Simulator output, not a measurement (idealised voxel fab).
Title: Process Module voxel transistor to metal
Shown is cross-section cut, with a width of 200 nm and square cells of size 5 nm.
Cross-section layout: square cells on a grid; listed as bands, top to bottom; a band spans one or more cell rows.
The entry gives the band's vertical extent as a top height and a bottom height in nm, then its horizontal make-up as materials from left to right, each with a width in nm. "air" stands for empty space; a single material marked "full width" fills the band edge to edge.
The reference from which all heights are counted is 0, the level beneath which the as-received wafer is entirely one material; the lowest band, having no lower bound, proceeds downward and is written after the example "from 0 down".
With a width like "30..40", each row of cells in the band differs from the next by the same amount, the top row carrying the first number and the bottom row the second.
When a step is marked "no modification", none of the cells in the cross-section changed during that step.
Basically, "Cavities, sealed" tells you about the enclosed voids: empty spaces with no open way to the top, 8 cells or bigger, each written width x height at distance, where distance is from the left edge, all in nm.
Where a step's line continues beyond its settings, the continuation is a remark by the simulator itself on that step.
overlay nm: on a step with a mask, how far right of its planned place the mask lay; negative means left.
Below you will find pairs of cross-sections. In each, one shows the wafer before one process step and the other after it, with the after view ending at the lowest band that changed. Under each pair is the step separating them, along with its settings. Do not assume the pairs form a chain: they can come from different runs of this module on the same starting wafer, and a pair continues from the pair above it only when its "State before" entry says so.
### State before
    from 105 to 100  60 of TiN  5 of air  70 of TiN  5 of air  60 of TiN
    from 100 to 70  55 of SiO2  5 of TiN  5 of air  5 of TiN  60 of SiO2  5 of TiN  5 of air  5 of TiN  55 of SiO2
    from 70 to 65  55 of SiCN  15 of TiN  60 of SiCN  15 of TiN  55 of SiCN
    from 65 to 50  55 of SiO2  15 of Ru  60 of SiO2  15 of Ru  55 of SiO2
    from 50 to 45  55 of SiO2  15 of TiN  60 of SiO2  15 of TiN  55 of SiO2
    from 45 to 35  55 of SiO2  5 of TiN  5 of Ru  5 of TiN  60 of SiO2  5 of TiN  5 of Ru  5 of TiN  55 of SiO2
    from 35 to 25  55 of SiO2  5 of TiN  5 of Ru  5 of TiN  10 of SiO2  5 of SiN  5 of SiO2  20 of SiCN  5 of SiO2  5 of SiN  10 of SiO2  5 of TiN  5 of Ru  5 of TiN  55 of SiO2
    from 25 to 15  55 of SiO2  5 of TiN  5 of Ru  5 of TiN  10 of SiO2  5 of SiN  5 of SiO2  20 of polySi  5 of SiO2  5 of SiN  10 of SiO2  5 of TiN  5 of Ru  5 of TiN  55 of SiO2
    from 15 to 10  55 of SiO2  15 of TiN  10 of SiO2  5 of SiN  5 of SiO2  20 of polySi  5 of SiO2  5 of SiN  10 of SiO2  15 of TiN  55 of SiO2
    from 10 to 5  55 of SiO2  10 of TiN  15 of nSi  5 of SiN  5 of SiO2  20 of polySi  5 of SiO2  5 of SiN  15 of nSi  10 of TiN  55 of SiO2
    from 5 to 0  45 of SiO2  5 of SiN  5 of SiO2  10 of TiN  15 of nSi  5 of SiN  5 of SiO2  20 of polySi  5 of SiO2  5 of SiN  15 of nSi  10 of TiN  5 of SiO2  5 of SiN  45 of SiO2
    from 0 to -5  55 of SiO2  10 of TiN  15 of nSi  40 of SiO2  15 of nSi  10 of TiN  55 of SiO2
    from -5 to -20  50 of SiO2  30 of nSi  40 of Si  30 of nSi  50 of SiO2
    from -20 to -35  50 of SiO2  100 of Si  50 of SiO2
    from -35 down  Si full width
    Cavities, sealed: none
### Sectional View, Post-Process
    from 110 to 105  Cu full width
    from 105 to 100  60 of TiN  5 of Cu  70 of TiN  5 of Cu  60 of TiN
    from 100 to 70  55 of SiO2  5 of TiN  5 of Cu  5 of TiN  60 of SiO2  5 of TiN  5 of Cu  5 of TiN  55 of SiO2
    Whatever lies below 70 is exactly as it was before.
    Cavities, sealed: none
Connecting step for the cross-sections above: op FILL_DEP | material Cu | thk nm 5
State before: Reference is made to the cross-section shown after the step in the pair directly above, which represents the state prior to this step.
### Sectional View, Post-Process
    from 100 to 70  55 of SiO2  5 of TiN  5 of Cu  5 of TiN  60 of SiO2  5 of TiN  5 of Cu  5 of TiN  55 of SiO2
    Whatever lies below 70 is exactly as it was before.
    Cavities, sealed: none
Connecting step for the cross-sections above: op CMP | height nm 100
State before: Reference is made to the cross-section shown after the step in the pair directly above, which represents the state prior to this step.
### Sectional View, Post-Process
    from 105 to 100  SiN full width
    Whatever lies below 100 is exactly as it was before.
    Cavities, sealed: none
Connecting step for the cross-sections above: op CONFORMAL_DEP | material SiN | thk nm 5
### State before
    from 35 to 20  SiO2 full width
    from 20 to 5  45 of SiO2  110 of SiN  45 of SiO2
    from 5 to 0  SiO2 full width
    from 0 to -35  50 of SiO2  100 of Si  50 of SiO2
    from -35 down  Si full width
    Cavities, sealed: none
### Sectional View, Post-Process
    from 25 to 20  SiO2 full width
    Whatever lies below 20 is exactly as it was before.
    Cavities, sealed: none
Connecting step for the cross-sections above: op SELECTIVE_ETCH | etch materials SiO2 | depth nm 10
State before: Reference is made to the cross-section shown after the step in the pair directly above, which represents the state prior to this step.
### Sectional View, Post-Process
    from 20 to 5  45 of SiO2  110 of SiN  45 of SiO2
    Whatever lies below 5 is exactly as it was before.
    Cavities, sealed: none
Connecting step for the cross-sections above: op SELECTIVE_ETCH | etch materials SiO2 | depth nm 5
State before: Reference is made to the cross-section shown after the step in the pair directly above, which represents the state prior to this step.
### Sectional View, Post-Process
    from 45 to 20  polySi full width
    Whatever lies below 20 is exactly as it was before.
    Cavities, sealed: none
Connecting step for the cross-sections above: op DIRECTIONAL_DEP | material polySi | thk nm 25
State before: Reference is made to the cross-section shown after the step in the pair directly above, which represents the state prior to this step.
### Sectional View, Post-Process
    from 55 to 45  SiCN full width
    Whatever lies below 45 is exactly as it was before.
    Cavities, sealed: none
Connecting step for the cross-sections above: op DIRECTIONAL_DEP | material SiCN | thk nm 10
State before: Reference is made to the cross-section shown after the step in the pair directly above, which represents the state prior to this step.
### Sectional View, Post-Process
    from 55 to 45  90 of air  20 of SiCN  90 of air
    Whatever lies below 45 is exactly as it was before.
    Cavities, sealed: none
Connecting step for the cross-sections above: op MASKED_ETCH | tone cover | mask id GATE | width nm 20 | etch materials SiCN | depth nm 20 | overlay nm 0
State before: Reference is made to the cross-section shown after the step in the pair directly above, which represents the state prior to this step.
### Sectional View, Post-Process
    from 55 to 45  90 of air  20 of SiCN  90 of air
    from 45 to 20  90 of air  20 of polySi  90 of air
    Whatever lies below 20 is exactly as it was before.
    Cavities, sealed: none
Connecting step for the cross-sections above: op MASKED_ETCH | tone cover | mask id GATE | width nm 20 | etch materials polySi | depth nm 35 | overlay nm 0
State before: Reference is made to the cross-section shown after the step in the pair directly above, which represents the state prior to this step.
### Sectional View, Post-Process
    from 60 to 55  85 of air  30 of SiO2  85 of air
    from 55 to 45  85 of air  5 of SiO2  20 of SiCN  5 of SiO2  85 of air
    from 45 to 25  85 of air  5 of SiO2  20 of polySi  5 of SiO2  85 of air
    from 25 to 20  90 of SiO2  20 of polySi  90 of SiO2
    Whatever lies below 20 is exactly as it was before.
    Cavities, sealed: none
Connecting step for the cross-sections above: op CONFORMAL_DEP | material SiO2 | thk nm 5
State before: Reference is made to the cross-section shown after the step in the pair directly above, which represents the state prior to this step.
### Sectional View, Post-Process
    from 55 to 45  85 of air  5 of SiO2  20 of SiCN  5 of SiO2  85 of air
    from 45 to 20  85 of air  5 of SiO2  20 of polySi  5 of SiO2  85 of air
    Whatever lies below 20 is exactly as it was before.
    Cavities, sealed: none
Connecting step for the cross-sections above: op DIRECTIONAL_ETCH | etch materials SiO2 | depth nm 5
State before: Reference is made to the cross-section shown after the step in the pair directly above, which represents the state prior to this step.
### Sectional View, Post-Process
    from 60 to 55  80 of air  40 of SiN  80 of air
    from 55 to 45  80 of air  5 of SiN  5 of SiO2  20 of SiCN  5 of SiO2  5 of SiN  80 of air
    from 45 to 25  80 of air  5 of SiN  5 of SiO2  20 of polySi  5 of SiO2  5 of SiN  80 of air
    from 25 to 20  85 of SiN  5 of SiO2  20 of polySi  5 of SiO2  85 of SiN
    Whatever lies below 20 is exactly as it was before.
    Cavities, sealed: none
Connecting step for the cross-sections above: op CONFORMAL_DEP | material SiN | thk nm 5
State before: Reference is made to the cross-section shown after the step in the pair directly above, which represents the state prior to this step.
### Sectional View, Post-Process
    from 55 to 45  80 of air  5 of SiN  5 of SiO2  20 of SiCN  5 of SiO2  5 of SiN  80 of air
    from 45 to 20  80 of air  5 of SiN  5 of SiO2  20 of polySi  5 of SiO2  5 of SiN  80 of air
    Whatever lies below 20 is exactly as it was before.
    Cavities, sealed: none
Connecting step for the cross-sections above: op DIRECTIONAL_ETCH | etch materials SiN | depth nm 5
State before: Reference is made to the cross-section shown after the step in the pair directly above, which represents the state prior to this step.
### Sectional View, Post-Process
    from 55 to 50  80 of air  5 of SiN  5 of air  20 of SiCN  5 of air  5 of SiN  80 of air
    from 50 to 45  80 of air  5 of SiN  5 of SiO2  20 of SiCN  5 of SiO2  5 of SiN  80 of air
    from 45 to 20  80 of air  5 of SiN  5 of SiO2  20 of polySi  5 of SiO2  5 of SiN  80 of air
    from 20 to 15  45 of air  110 of SiN  45 of air
    Whatever lies below 15 is exactly as it was before.
    Cavities, sealed: none
Connecting step for the cross-sections above: op DIRECTIONAL_ETCH | etch materials SiO2 | depth nm 5
State before: Reference is made to the cross-section shown after the step in the pair directly above, which represents the state prior to this step.
### Sectional View, Post-Process
    from 65 to 55  SiO2 full width
    from 55 to 45  80 of SiO2  5 of SiN  5 of SiO2  20 of SiCN  5 of SiO2  5 of SiN  80 of SiO2
    from 45 to 20  80 of SiO2  5 of SiN  5 of SiO2  20 of polySi  5 of SiO2  5 of SiN  80 of SiO2
    from 20 to 5  45 of SiO2  110 of SiN  45 of SiO2
    Whatever lies below 5 is exactly as it was before.
    Cavities, sealed: none
Connecting step for the cross-sections above: op FILL_DEP | material SiO2 | thk nm 10
State before: Reference is made to the cross-section shown after the step in the pair directly above, which represents the state prior to this step.
### Sectional View, Post-Process
    from 35 to 20  80 of SiO2  5 of SiN  5 of SiO2  20 of polySi  5 of SiO2  5 of SiN  80 of SiO2
    Whatever lies below 20 is exactly as it was before.
    Cavities, sealed: none
Connecting step for the cross-sections above: op CMP | height nm 35
State before: Reference is made to the cross-section shown after the step in the pair directly above, which represents the state prior to this step.
### Sectional View, Post-Process
    from 45 to 35  SiO2 full width
    Whatever lies below 35 is exactly as it was before.
    Cavities, sealed: none
Connecting step for the cross-sections above: op DIRECTIONAL_DEP | material SiO2 | thk nm 10
State before: Reference is made to the cross-section shown after the step in the pair directly above, which represents the state prior to this step.
### Sectional View, Post-Process
    from 60 to 45  aC full width
    Whatever lies below 45 is exactly as it was before.
    Cavities, sealed: none
Connecting step for the cross-sections above: op DIRECTIONAL_DEP | material aC | thk nm 15
State before: Reference is made to the cross-section shown after the step in the pair directly above, which represents the state prior to this step.
### Sectional View, Post-Process
    from 95 to 60  55 of resist  15 of air  60 of resist  15 of air  55 of resist
    Whatever lies below 60 is exactly as it was before.
    Cavities, sealed: none
Connecting step for the cross-sections above: op PATTERN | tone open | mask id CONTACT | material resist | width nm 15 | pitch nm 75 | thk nm 35 | overlay nm 0
State before: Reference is made to the cross-section shown after the step in the pair directly above, which represents the state prior to this step.
### Sectional View, Post-Process
    from 80 to 60  55 of resist  15 of air  60 of resist  15 of air  55 of resist
    from 60 to 45  55 of aC  15 of air  60 of aC  15 of air  55 of aC
    Whatever lies below 45 is exactly as it was before.
    Cavities, sealed: none
Connecting step for the cross-sections above: op DIRECTIONAL_ETCH | etch materials aC | depth nm 15
State before: Reference is made to the cross-section shown after the step in the pair directly above, which represents the state prior to this step.
### Sectional View, Post-Process
    from 60 to 45  55 of aC  15 of air  60 of aC  15 of air  55 of aC
    Whatever lies below 45 is exactly as it was before.
    Cavities, sealed: none
Connecting step for the cross-sections above: op STRIP | etch materials resist
State before: Reference is made to the cross-section shown after the step in the pair directly above, which represents the state prior to this step.
### Sectional View, Post-Process
    from 60 to 45  55 of aC  15 of air  60 of aC  15 of air  55 of aC
    from 45 to 35  55 of SiO2  15 of air  60 of SiO2  15 of air  55 of SiO2
    from 35 to 20  55 of SiO2  15 of air  10 of SiO2  5 of SiN  5 of SiO2  20 of polySi  5 of SiO2  5 of SiN  10 of SiO2  15 of air  55 of SiO2
    Whatever lies below 20 is exactly as it was before.
    Cavities, sealed: none
Connecting step for the cross-sections above: op DIRECTIONAL_ETCH | etch materials SiO2 | depth nm 50
State before: Reference is made to the cross-section shown after the step in the pair directly above, which represents the state prior to this step.
### Sectional View, Post-Process
    from 45 to 35  55 of SiO2  15 of air  60 of SiO2  15 of air  55 of SiO2
    Whatever lies below 35 is exactly as it was before.
    Cavities, sealed: none
Connecting step for the cross-sections above: op STRIP | etch materials aC
State before: Reference is made to the cross-section shown after the step in the pair directly above, which represents the state prior to this step.
### Sectional View, Post-Process
    from 50 to 45  60 of TiN  5 of air  70 of TiN  5 of air  60 of TiN
    from 45 to 35  55 of SiO2  5 of TiN  5 of air  5 of TiN  60 of SiO2  5 of TiN  5 of air  5 of TiN  55 of SiO2
    from 35 to 25  55 of SiO2  5 of TiN  5 of air  5 of TiN  10 of SiO2  5 of SiN  5 of SiO2  20 of polySi  5 of SiO2  5 of SiN  10 of SiO2  5 of TiN  5 of air  5 of TiN  55 of SiO2
    from 25 to 20  55 of SiO2  15 of TiN  10 of SiO2  5 of SiN  5 of SiO2  20 of polySi  5 of SiO2  5 of SiN  10 of SiO2  15 of TiN  55 of SiO2
    Whatever lies below 20 is exactly as it was before.
    Cavities, sealed: none
Connecting step for the cross-sections above: op CONFORMAL_DEP | material TiN | thk nm 5
State before: Reference is made to the cross-section shown after the step in the pair directly above, which represents the state prior to this step.
### Sectional View, Post-Process
    from 60 to 50  Ru full width
    from 50 to 45  60 of TiN  5 of Ru  70 of TiN  5 of Ru  60 of TiN
    from 45 to 35  55 of SiO2  5 of TiN  5 of Ru  5 of TiN  60 of SiO2  5 of TiN  5 of Ru  5 of TiN  55 of SiO2
    from 35 to 25  55 of SiO2  5 of TiN  5 of Ru  5 of TiN  10 of SiO2  5 of SiN  5 of SiO2  20 of polySi  5 of SiO2  5 of SiN  10 of SiO2  5 of TiN  5 of Ru  5 of TiN  55 of SiO2
    Whatever lies below 25 is exactly as it was before.
    Cavities, sealed: none
Connecting step for the cross-sections above: op FILL_DEP | material Ru | thk nm 10
State before: Reference is made to the cross-section shown after the step in the pair directly above, which represents the state prior to this step.
### Sectional View, Post-Process
    from 45 to 35  55 of SiO2  5 of TiN  5 of Ru  5 of TiN  60 of SiO2  5 of TiN  5 of Ru  5 of TiN  55 of SiO2
    Whatever lies below 35 is exactly as it was before.
    Cavities, sealed: none
Connecting step for the cross-sections above: op CMP | height nm 45
State before: Reference is made to the cross-section shown after the step in the pair directly above, which represents the state prior to this step.
### Sectional View, Post-Process
    from 50 to 45  TiN full width
    Whatever lies below 45 is exactly as it was before.
    Cavities, sealed: none
Connecting step for the cross-sections above: op DIRECTIONAL_DEP | material TiN | thk nm 5
State before: Reference is made to the cross-section shown after the step in the pair directly above, which represents the state prior to this step.
### Sectional View, Post-Process
    from 65 to 50  Ru full width
    Whatever lies below 50 is exactly as it was before.
    Cavities, sealed: none
Connecting step for the cross-sections above: op DIRECTIONAL_DEP | material Ru | thk nm 15
State before: Reference is made to the cross-section shown after the step in the pair directly above, which represents the state prior to this step.
### Sectional View, Post-Process
    from 75 to 65  aC full width
    Whatever lies below 65 is exactly as it was before.
    Cavities, sealed: none
Connecting step for the cross-sections above: op DIRECTIONAL_DEP | material aC | thk nm 10
State before: Reference is made to the cross-section shown after the step in the pair directly above, which represents the state prior to this step.
### Sectional View, Post-Process
    from 105 to 75  55 of air  15 of resist  60 of air  15 of resist  55 of air
    Whatever lies below 75 is exactly as it was before.
    Cavities, sealed: none
Connecting step for the cross-sections above: op PATTERN | tone cover | mask id METAL_1 | material resist | width nm 15 | pitch nm 75 | thk nm 30 | overlay nm 0
State before: Reference is made to the cross-section shown after the step in the pair directly above, which represents the state prior to this step.
### Sectional View, Post-Process
    from 95 to 75  55 of air  15 of resist  60 of air  15 of resist  55 of air
    from 75 to 65  55 of air  15 of aC  60 of air  15 of aC  55 of air
    Whatever lies below 65 is exactly as it was before.
    Cavities, sealed: none
Connecting step for the cross-sections above: op DIRECTIONAL_ETCH | etch materials aC | depth nm 10
State before: Reference is made to the cross-section shown after the step in the pair directly above, which represents the state prior to this step.
### Sectional View, Post-Process
    from 75 to 65  55 of air  15 of aC  60 of air  15 of aC  55 of air
    Whatever lies below 65 is exactly as it was before.
    Cavities, sealed: none
Connecting step for the cross-sections above: op STRIP | etch materials resist
State before: Reference is made to the cross-section shown after the step in the pair directly above, which represents the state prior to this step.
### Sectional View, Post-Process
    from 75 to 65  55 of air  15 of aC  60 of air  15 of aC  55 of air
    from 65 to 50  55 of air  15 of Ru  60 of air  15 of Ru  55 of air
    Whatever lies below 50 is exactly as it was before.
    Cavities, sealed: none
Connecting step for the cross-sections above: op DIRECTIONAL_ETCH | etch materials Ru | depth nm 15
State before: Reference is made to the cross-section shown after the step in the pair directly above, which represents the state prior to this step.
### Sectional View, Post-Process
    from 75 to 65  55 of air  15 of aC  60 of air  15 of aC  55 of air
    from 65 to 50  55 of air  15 of Ru  60 of air  15 of Ru  55 of air
    from 50 to 45  55 of air  15 of TiN  60 of air  15 of TiN  55 of air
    Whatever lies below 45 is exactly as it was before.
    Cavities, sealed: none
Connecting step for the cross-sections above: op DIRECTIONAL_ETCH | etch materials TiN | depth nm 5
State before: Reference is made to the cross-section shown after the step in the pair directly above, which represents the state prior to this step.
### Sectional View, Post-Process
    from 65 to 50  55 of air  15 of Ru  60 of air  15 of Ru  55 of air
    Whatever lies below 50 is exactly as it was before.
    Cavities, sealed: none
Connecting step for the cross-sections above: op STRIP | etch materials aC
State before: Reference is made to the cross-section shown after the step in the pair directly above, which represents the state prior to this step.
### Sectional View, Post-Process
    from 75 to 65  SiO2 full width
    from 65 to 50  55 of SiO2  15 of Ru  60 of SiO2  15 of Ru  55 of SiO2
    from 50 to 45  55 of SiO2  15 of TiN  60 of SiO2  15 of TiN  55 of SiO2
    Whatever lies below 45 is exactly as it was before.
    Cavities, sealed: none
Connecting step for the cross-sections above: op FILL_DEP | material SiO2 | thk nm 10
State before: Reference is made to the cross-section shown after the step in the pair directly above, which represents the state prior to this step.
### Sectional View, Post-Process
    from 65 to 50  55 of SiO2  15 of Ru  60 of SiO2  15 of Ru  55 of SiO2
    Whatever lies below 50 is exactly as it was before.
    Cavities, sealed: none
Connecting step for the cross-sections above: op CMP | height nm 65
State before: Reference is made to the cross-section shown after the step in the pair directly above, which represents the state prior to this step.
### Sectional View, Post-Process
    from 70 to 65  SiCN full width
    Whatever lies below 65 is exactly as it was before.
    Cavities, sealed: none
Connecting step for the cross-sections above: op CONFORMAL_DEP | material SiCN | thk nm 5
State before: Reference is made to the cross-section shown after the step in the pair directly above, which represents the state prior to this step.
### Sectional View, Post-Process
    from 100 to 70  SiO2 full width
    Whatever lies below 70 is exactly as it was before.
    Cavities, sealed: none
Connecting step for the cross-sections above: op DIRECTIONAL_DEP | material SiO2 | thk nm 30
State before: Reference is made to the cross-section shown after the step in the pair directly above, which represents the state prior to this step.
### Sectional View, Post-Process
    from 115 to 100  aC full width
    Whatever lies below 100 is exactly as it was before.
    Cavities, sealed: none
Connecting step for the cross-sections above: op DIRECTIONAL_DEP | material aC | thk nm 15
State before: Reference is made to the cross-section shown after the step in the pair directly above, which represents the state prior to this step.
### Sectional View, Post-Process
    from 145 to 115  55 of resist  15 of air  60 of resist  15 of air  55 of resist
    Whatever lies below 115 is exactly as it was before.
    Cavities, sealed: none
Connecting step for the cross-sections above: op PATTERN | tone open | mask id METAL_2 | material resist | width nm 15 | pitch nm 75 | thk nm 30 | overlay nm 0
State before: Reference is made to the cross-section shown after the step in the pair directly above, which represents the state prior to this step.
### Sectional View, Post-Process
    from 130 to 115  55 of resist  15 of air  60 of resist  15 of air  55 of resist
    from 115 to 100  55 of aC  15 of air  60 of aC  15 of air  55 of aC
    Whatever lies below 100 is exactly as it was before.
    Cavities, sealed: none
Connecting step for the cross-sections above: op DIRECTIONAL_ETCH | etch materials aC | depth nm 15
State before: Reference is made to the cross-section shown after the step in the pair directly above, which represents the state prior to this step.
### Sectional View, Post-Process
    from 115 to 100  55 of aC  15 of air  60 of aC  15 of air  55 of aC
    Whatever lies below 100 is exactly as it was before.
    Cavities, sealed: none
Connecting step for the cross-sections above: op STRIP | etch materials resist
State before: Reference is made to the cross-section shown after the step in the pair directly above, which represents the state prior to this step.
### Sectional View, Post-Process
    from 115 to 100  55 of aC  15 of air  60 of aC  15 of air  55 of aC
    from 100 to 80  55 of SiO2  15 of air  60 of SiO2  15 of air  55 of SiO2
    Whatever lies below 80 is exactly as it was before.
    Cavities, sealed: none
Connecting step for the cross-sections above: op DIRECTIONAL_ETCH | etch materials SiO2 | depth nm 20
State before: Reference is made to the cross-section shown after the step in the pair directly above, which represents the state prior to this step.
### Sectional View, Post-Process
    from 100 to 80  55 of SiO2  15 of air  60 of SiO2  15 of air  55 of SiO2
    Whatever lies below 80 is exactly as it was before.
    Cavities, sealed: none
Connecting step for the cross-sections above: op STRIP | etch materials aC
State before: Reference is made to the cross-section shown after the step in the pair directly above, which represents the state prior to this step.
### Sectional View, Post-Process
    from 120 to 100  55 of resist  15 of air  60 of resist  15 of air  55 of resist
    Whatever lies below 100 is exactly as it was before.
    Cavities, sealed: none
Connecting step for the cross-sections above: op PATTERN | tone open | mask id METAL_2_HOLES | material resist | width nm 15 | pitch nm 75 | thk nm 20 | overlay nm 0
State before: Reference is made to the cross-section shown after the step in the pair directly above, which represents the state prior to this step.
### Sectional View, Post-Process
    from 120 to 100  55 of resist  15 of air  60 of resist  15 of air  55 of resist
    from 100 to 70  55 of SiO2  15 of air  60 of SiO2  15 of air  55 of SiO2
    Whatever lies below 70 is exactly as it was before.
    Cavities, sealed: none
Connecting step for the cross-sections above: op DIRECTIONAL_ETCH | etch materials SiO2 | depth nm 10
State before: Reference is made to the cross-section shown after the step in the pair directly above, which represents the state prior to this step.
### Sectional View, Post-Process
    from 120 to 100  55 of resist  15 of air  60 of resist  15 of air  55 of resist
    from 100 to 70  55 of SiO2  15 of air  60 of SiO2  15 of air  55 of SiO2
    from 70 to 65  55 of SiCN  15 of air  60 of SiCN  15 of air  55 of SiCN
    Whatever lies below 65 is exactly as it was before.
    Cavities, sealed: none
Connecting step for the cross-sections above: op DIRECTIONAL_ETCH | etch materials SiCN | depth nm 5
State before: Reference is made to the cross-section shown after the step in the pair directly above, which represents the state prior to this step.
### Sectional View, Post-Process
    from 100 to 70  55 of SiO2  15 of air  60 of SiO2  15 of air  55 of SiO2
    Whatever lies below 70 is exactly as it was before.
    Cavities, sealed: none
Connecting step for the cross-sections above: op STRIP | etch materials resist
State before: Reference is made to the cross-section shown after the step in the pair directly above, which represents the state prior to this step.
### Sectional View, Post-Process
    from 105 to 100  60 of TiN  5 of air  70 of TiN  5 of air  60 of TiN
    from 100 to 70  55 of SiO2  5 of TiN  5 of air  5 of TiN  60 of SiO2  5 of TiN  5 of air  5 of TiN  55 of SiO2
    from 70 to 65  55 of SiCN  15 of TiN  60 of SiCN  15 of TiN  55 of SiCN
    Whatever lies below 65 is exactly as it was before.
    Cavities, sealed: none
Connecting step for the cross-sections above: op CONFORMAL_DEP | material TiN | thk nm 5
State before: Reference is made to the cross-section shown after the step in the pair directly above, which represents the state prior to this step.
### Sectional View, Post-Process
    from 110 to 105  Cu full width
    from 105 to 100  60 of TiN  5 of Cu  70 of TiN  5 of Cu  60 of TiN
    from 100 to 70  55 of SiO2  5 of TiN  5 of Cu  5 of TiN  60 of SiO2  5 of TiN  5 of Cu  5 of TiN  55 of SiO2
    Whatever lies below 70 is exactly as it was before.
    Cavities, sealed: none
Connecting step for the cross-sections above: op FILL_DEP | material Cu | thk nm 5
State before: Reference is made to the cross-section shown after the step in the pair directly above, which represents the state prior to this step.
### Sectional View, Post-Process
    from 100 to 70  55 of SiO2  5 of TiN  5 of Cu  5 of TiN  60 of SiO2  5 of TiN  5 of Cu  5 of TiN  55 of SiO2
    Whatever lies below 70 is exactly as it was before.
    Cavities, sealed: none
Connecting step for the cross-sections above: op CMP | height nm 100
State before: Reference is made to the cross-section shown after the step in the pair directly above, which represents the state prior to this step.
### Sectional View, Post-Process
    from 105 to 100  SiN full width
    Whatever lies below 100 is exactly as it was before.
    Cavities, sealed: none
Connecting step for the cross-sections above: op CONFORMAL_DEP | material SiN | thk nm 5
### State before
    from 30 to 20  45 of air  110 of aC  45 of air
    from 20 to 5  45 of air  110 of SiN  45 of air
    from 5 to 0  45 of air  110 of SiO2  45 of air
    from 0 to -30  45 of air  110 of Si  45 of air
    from -30 down  Si full width
    Cavities, sealed: none
### Sectional View, Post-Process
    from 30 to 20  45 of air  110 of aC  45 of air
    from 20 to 5  45 of air  110 of SiN  45 of air
    from 5 to 0  45 of air  110 of SiO2  45 of air
    from 0 to -60  45 of air  110 of Si  45 of air
    Whatever lies below -60 is exactly as it was before.
    Cavities, sealed: none
Connecting step for the cross-sections above: op DIRECTIONAL_ETCH | etch materials Si | depth nm 30
State before: Reference is made to the cross-section shown after the step in the pair directly above, which represents the state prior to this step.
### Sectional View, Post-Process
    from 20 to 5  45 of air  110 of SiN  45 of air
    Whatever lies below 5 is exactly as it was before.
    Cavities, sealed: none
Connecting step for the cross-sections above: op STRIP | etch materials aC
State before: Reference is made to the cross-section shown after the step in the pair directly above, which represents the state prior to this step.
### Sectional View, Post-Process
    from 20 to 5  45 of air  110 of SiN  45 of air
    from 5 to 0  45 of air  110 of SiO2  45 of air
    from 0 to -60  45 of air  5 of SiO2  100 of Si  5 of SiO2  45 of air
    from -60 to -65  50 of SiO2  100 of Si  50 of SiO2
    Whatever lies below -65 is exactly as it was before.
    Cavities, sealed: none
Connecting step for the cross-sections above: op OXIDIZE | depth nm 5
State before: Reference is made to the cross-section shown after the step in the pair directly above, which represents the state prior to this step.
### Sectional View, Post-Process
    from 35 to 20  SiO2 full width
    from 20 to 5  45 of SiO2  110 of SiN  45 of SiO2
    from 5 to 0  SiO2 full width
    from 0 to -65  50 of SiO2  100 of Si  50 of SiO2
    Whatever lies below -65 is exactly as it was before.
    Cavities, sealed: none
Connecting step for the cross-sections above: op FILL_DEP | material SiO2 | thk nm 15
State before: Reference is made to the cross-section shown after the step in the pair directly above, which represents the state prior to this step.
### Sectional View, Post-Process
    from 20 to 5  45 of SiO2  110 of SiN  45 of SiO2
    Whatever lies below 5 is exactly as it was before.
    Cavities, sealed: none
Connecting step for the cross-sections above: op CMP | height nm 20
State before: Reference is made to the cross-section shown after the step in the pair directly above, which represents the state prior to this step.
### Sectional View, Post-Process
    from 20 to 10  45 of air  110 of SiN  45 of air
    Whatever lies below 10 is exactly as it was before.
    Cavities, sealed: none
Connecting step for the cross-sections above: op SELECTIVE_ETCH | etch materials SiO2 | depth nm 10
State before: Reference is made to the cross-section shown after the step in the pair directly above, which represents the state prior to this step.
### Sectional View, Post-Process
    from 10 to 5  45 of SiO2  110 of air  45 of SiO2
    Whatever lies below 5 is exactly as it was before.
    Cavities, sealed: none
Connecting step for the cross-sections above: op STRIP | etch materials SiN
State before: Reference is made to the cross-section shown after the step in the pair directly above, which represents the state prior to this step.
### Sectional View, Post-Process
    from 5 to 0  40 of SiO2  120 of air  40 of SiO2
    Whatever lies below 0 is exactly as it was before.
    Cavities, sealed: none
Connecting step for the cross-sections above: op SELECTIVE_ETCH | etch materials SiO2 | depth nm 5
State before: Reference is made to the cross-section shown after the step in the pair directly above, which represents the state prior to this step.
### Sectional View, Post-Process
    from 5 to 0  40 of SiO2  120 of air  40 of SiO2
    from 0 to -5  SiO2 full width
    Whatever lies below -5 is exactly as it was before.
    Cavities, sealed: none
Connecting step for the cross-sections above: op OXIDIZE | depth nm 5
State before: Reference is made to the cross-section shown after the step in the pair directly above, which represents the state prior to this step.
### Sectional View, Post-Process
    from 30 to 25  40 of polySi  120 of air  40 of polySi
    from 25 to 5  polySi full width
    from 5 to 0  40 of SiO2  120 of polySi  40 of SiO2
    Whatever lies below 0 is exactly as it was before.
    Cavities, sealed: none
Connecting step for the cross-sections above: op DIRECTIONAL_DEP | material polySi | thk nm 25
State before: Reference is made to the cross-section shown after the step in the pair directly above, which represents the state prior to this step.
### Sectional View, Post-Process
    from 40 to 35  40 of SiCN  120 of air  40 of SiCN
    from 35 to 30  SiCN full width
    from 30 to 25  40 of polySi  120 of SiCN  40 of polySi
    Whatever lies below 25 is exactly as it was before.
    Cavities, sealed: none
Connecting step for the cross-sections above: op DIRECTIONAL_DEP | material SiCN | thk nm 10
State before: Reference is made to the cross-section shown after the step in the pair directly above, which represents the state prior to this step.
### Sectional View, Post-Process
    from 35 to 30  90 of air  20 of SiCN  90 of air
    from 30 to 25  40 of polySi  50 of air  20 of SiCN  50 of air  40 of polySi
    Whatever lies below 25 is exactly as it was before.
    Cavities, sealed: none
Connecting step for the cross-sections above: op MASKED_ETCH | tone cover | mask id GATE | width nm 20 | etch materials SiCN | depth nm 20 | overlay nm 0
State before: Reference is made to the cross-section shown after the step in the pair directly above, which represents the state prior to this step.
### Sectional View, Post-Process
    from 35 to 25  90 of air  20 of SiCN  90 of air
    from 25 to 5  90 of air  20 of polySi  90 of air
    from 5 to 0  40 of SiO2  50 of air  20 of polySi  50 of air  40 of SiO2
    Whatever lies below 0 is exactly as it was before.
    Cavities, sealed: none
Connecting step for the cross-sections above: op MASKED_ETCH | tone cover | mask id GATE | width nm 20 | etch materials polySi | depth nm 35 | overlay nm 0
State before: Reference is made to the cross-section shown after the step in the pair directly above, which represents the state prior to this step.
### Sectional View, Post-Process
    from 40 to 35  85 of air  30 of SiO2  85 of air
    from 35 to 25  85 of air  5 of SiO2  20 of SiCN  5 of SiO2  85 of air
    from 25 to 10  85 of air  5 of SiO2  20 of polySi  5 of SiO2  85 of air
    from 10 to 5  45 of SiO2  40 of air  5 of SiO2  20 of polySi  5 of SiO2  40 of air  45 of SiO2
    from 5 to 0  90 of SiO2  20 of polySi  90 of SiO2
    Whatever lies below 0 is exactly as it was before.
    Cavities, sealed: none
Connecting step for the cross-sections above: op CONFORMAL_DEP | material SiO2 | thk nm 5
